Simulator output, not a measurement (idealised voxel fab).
process module | voxel released beams
Pictured: cross-section cut, 225 nm wide, on a grid of 5 nm square cells.
If you're reading a cross-section in this doc, picture square cells in a grid; it comes to you as bands, top ones listed first down to the bottom, and a band can be one or more rows of cells.
Band entry format. Leading values: height of top, height of bottom, nm. Remainder: materials in left-to-right order, each with its width in nm. Special words: "everywhere" on a single material, which then fills the band edge to edge; "air", empty space.
Measure heights from 0. That's the level where, below it, the as-received wafer is all one material. The lowest band is bottomless and extends downward; write it as in "0 and below".
A width given as "30->40" starts at the first number in the band's top row and ends at the second number in its bottom row, shifting by an equal amount at every step from row to row.
"remains unaltered" after a step means that no cell of the cross-section changed.
Entry "Sealed internal cavities". Content: empty spaces with no open connection to the top, size 8 cells or greater. Each: width x height at distance. Distance: from left edge. Unit: nm.
That trailing text on a step's line, after the settings, is the simulator's own remark on the step.
"overlay nm" on a masked step: distance the mask lay right of its planned place, negative for left.
Planned step list for the process
| 1 | RECEIVE | material Si |
| 2 | CONFORMAL_DEP | material Al2O3 | thk nm 5 |
| 3 | DIRECTIONAL_DEP | material SiO2 | thk nm 20 |
| 4 | MASKED_ETCH | tone open | mask id ANCHOR | width nm 40 | etch materials SiO2 | depth nm 20 | overlay nm -15 |
| 5 | CONFORMAL_DEP | material SiN | thk nm 15 |
| 6 | MASKED_ETCH | tone cover | mask id BEAM | width nm 120 | etch materials SiN | depth nm 15 | overlay nm 0 |
| 7 | STRIP | etch materials SiO2 |
Same starting wafers, different overlay nm at step 4. Plan value belongs to the first wafer.
The first of several wafers, as received after step 1, seen in section
  0 and below | Si everywhere
  Sealed internal cavities: none
Post step 7, the closing step of the module: first of several wafers, cross-sectioned
  40 down to 25 | air: 50; SiN: 5; air: 10; SiN: 105; air: 55
  25 down to 20 | air: 40; SiN: 15; air: 10; SiN: 15; air: 145
  20 down to 5 | air: 40; SiN: 40; air: 145
  5 down to 0 | Al2O3 everywhere
  0 and below | Si everywhere
  Sealed internal cavities: none
Cross-section at module completion, last wafer
  40 down to 25 | air: 50; SiN: 35; air: 10; SiN: 75; air: 55
  25 down to 20 | air: 70; SiN: 15; air: 10; SiN: 15; air: 115
  20 down to 5 | air: 70; SiN: 40; air: 115
  5 down to 0 | Al2O3 everywhere
  0 and below | Si everywhere
  Sealed internal cavities: none
Below: a row per wafer. Contents at end of module: for every material, cells gained since receipt (+) or lost since receipt (-); then closed voids
overlay nm -15; +45 Al2O3; +96 SiN; Sealed internal cavities: none
overlay nm -10; +45 Al2O3; +96 SiN; Sealed internal cavities: none
overlay nm -5; +45 Al2O3; +96 SiN; Sealed internal cavities: none
overlay nm 0; +45 Al2O3; +96 SiN; Sealed internal cavities: none
overlay nm 5; +45 Al2O3; +96 SiN; Sealed internal cavities: none
overlay nm 10; +45 Al2O3; +96 SiN; Sealed internal cavities: none
overlay nm 15; +45 Al2O3; +96 SiN; Sealed internal cavities: none
